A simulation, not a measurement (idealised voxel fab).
process module | voxel transistor to metal
cross-section cut | 145 nm wide | cells 5 nm
A cross-section is a grid of square cells, given in bands from the top down. A band is one or more rows of cells.
Each band's line starts with the height of the band's top and of its bottom, in nm. Then come its materials from left to right, each with its width in nm. One material with "throughout" fills the band from edge to edge. "air" is empty space.
Height 0 is the level under which the wafer as received is all one material. The lowest band goes on downwards, as in "0 down".
A width such as "30 to 40" changes by the same amount from each row of cells to the next, from the band's top row to its bottom row.
"no change" after a step means that no cell of the cross-section changed.
closed voids: empty space of 8 cells or more with no open way to the top, each as width x height at its distance from the left edge, in nm
after a step's settings: what the simulator itself notes on the step
overlay nm, on a step with a mask: how far to the right of its planned place the mask lay; to the left if negative
plan
1 op RECEIVE | material Si
2 op OXIDIZE | depth nm 5
3 op CONFORMAL_DEP | material SiN | thk nm 10
4 op MASKED_ETCH | tone cover | mask id ACTIVE | width nm 95 | etch materials SiN | depth nm 10 | overlay nm 0
5 op MASKED_ETCH | tone cover | mask id ACTIVE | width nm 95 | etch materials SiO2 | depth nm 5 | overlay nm 0
6 op MASKED_ETCH | tone cover | mask id ACTIVE | width nm 95 | etch materials Si | depth nm 20 | overlay nm 0
7 op FILL_DEP | material SiO2 | thk nm 10
8 op CMP | height nm 10
9 op SELECTIVE_ETCH | etch materials SiO2 | depth nm 5
10 op STRIP | etch materials SiN
11 op SELECTIVE_ETCH | etch materials SiO2 | depth nm 5
12 op OXIDIZE | depth nm 5
13 op DIRECTIONAL_DEP | material polySi | thk nm 25
14 op DIRECTIONAL_DEP | material SiCN | thk nm 10
15 op MASKED_ETCH | tone cover | mask id GATE | width nm 25 | etch materials SiCN | depth nm 20 | overlay nm 0
16 op MASKED_ETCH | tone cover | mask id GATE | width nm 25 | etch materials polySi | depth nm 35 | overlay nm 0
17 op CONFORMAL_DEP | material SiN | thk nm 10
18 op DIRECTIONAL_ETCH | etch materials SiN | depth nm 10
19 op DIRECTIONAL_ETCH | etch materials SiO2 | depth nm 5
20 op DIRECTIONAL_ETCH | etch materials Si | depth nm 15
21 op EPI | material SiGe | thk nm 20
22 op FILL_DEP | material SiO2 | thk nm 10
23 op CMP | height nm 30
24 op DIRECTIONAL_DEP | material SiO2 | thk nm 15
25 op DIRECTIONAL_DEP | material aC | thk nm 15
26 op PATTERN | tone open | mask id CONTACT | material resist | width nm 25 | pitch nm 60 | thk nm 30 | overlay nm 0
27 op DIRECTIONAL_ETCH | etch materials aC | depth nm 15
28 op STRIP | etch materials resist
29 op DIRECTIONAL_ETCH | etch materials SiO2 | depth nm 35
30 op STRIP | etch materials aC
31 op CONFORMAL_DEP | material TiN | thk nm 5
32 op FILL_DEP | material Ru | thk nm 5
33 op CMP | height nm 45
34 op CONFORMAL_DEP | material SiN | thk nm 5
35 op DIRECTIONAL_DEP | material SiO2 | thk nm 20
36 op PATTERN | tone open | mask id METAL_1 | material resist | width nm 15 | pitch nm 70 | thk nm 15 | overlay nm 0
37 op DIRECTIONAL_ETCH | etch materials SiO2 | depth nm 20
38 op DIRECTIONAL_ETCH | etch materials SiN | depth nm 5
39 op STRIP | etch materials resist
40 op CONFORMAL_DEP | material TiN | thk nm 5
41 op FILL_DEP | material W | thk nm 5
42 op CMP | height nm 70
43 op CONFORMAL_DEP | material SiCN | thk nm 5
as received, after step 1
  0 down: Si throughout
  closed voids: none
a wafer at the end: this start, this plan, one mistake
  75 to 70: SiCN throughout
  70 to 50: SiO2 30 | TiN 5 | W 5 | TiN 5 | SiO2 55 | TiN 5 | W 5 | TiN 5 | SiO2 30
  50 to 45: SiN 30 | TiN 15 | SiN 55 | TiN 15 | SiN 30
  45 to 35: SiO2 30 | TiN 5 | Ru 15 | TiN 5 | SiO2 35 | TiN 5 | Ru 15 | TiN 5 | SiO2 30
  35 to 30: SiO2 30 | TiN 5 | Ru 10 | TiN 10 | SiO2 35 | TiN 10 | Ru 10 | TiN 5 | SiO2 30
  30 to 20: SiO2 30 | TiN 5 | Ru 10 | TiN 5 | SiN 10 | SiCN 25 | SiN 10 | TiN 5 | Ru 10 | TiN 5 | SiO2 30
  20 to 15: SiO2 30 | TiN 5 | Ru 10 | TiN 5 | SiN 10 | polySi 25 | SiN 10 | TiN 5 | Ru 10 | TiN 5 | SiO2 30
  15 to 10: SiO2 30 | TiN 20 | SiN 10 | polySi 25 | SiN 10 | TiN 20 | SiO2 30
  10 to 0: SiO2 20 | SiGe 30 | SiN 10 | polySi 25 | SiN 10 | SiGe 35 | SiO2 15
  0 to -5: SiO2 20 | SiN 10 | SiGe 20 | SiN 10 | polySi 25 | SiN 10 | SiGe 25 | SiN 10 | SiO2 15
  -5 to -10: SiO2 30 | SiGe 20 | SiO2 45 | SiGe 25 | SiO2 25
  -10 to -25: SiO2 25 | Si 5 | SiGe 20 | Si 45 | SiGe 25 | Si 5 | SiO2 20
  -25 down: Si throughout
  closed voids: none
what went wrong: step 4 ran as: op MASKED_ETCH | tone cover | mask id ACTIVE | width nm 100 | etch materials SiN | depth nm 10 | overlay nm 0
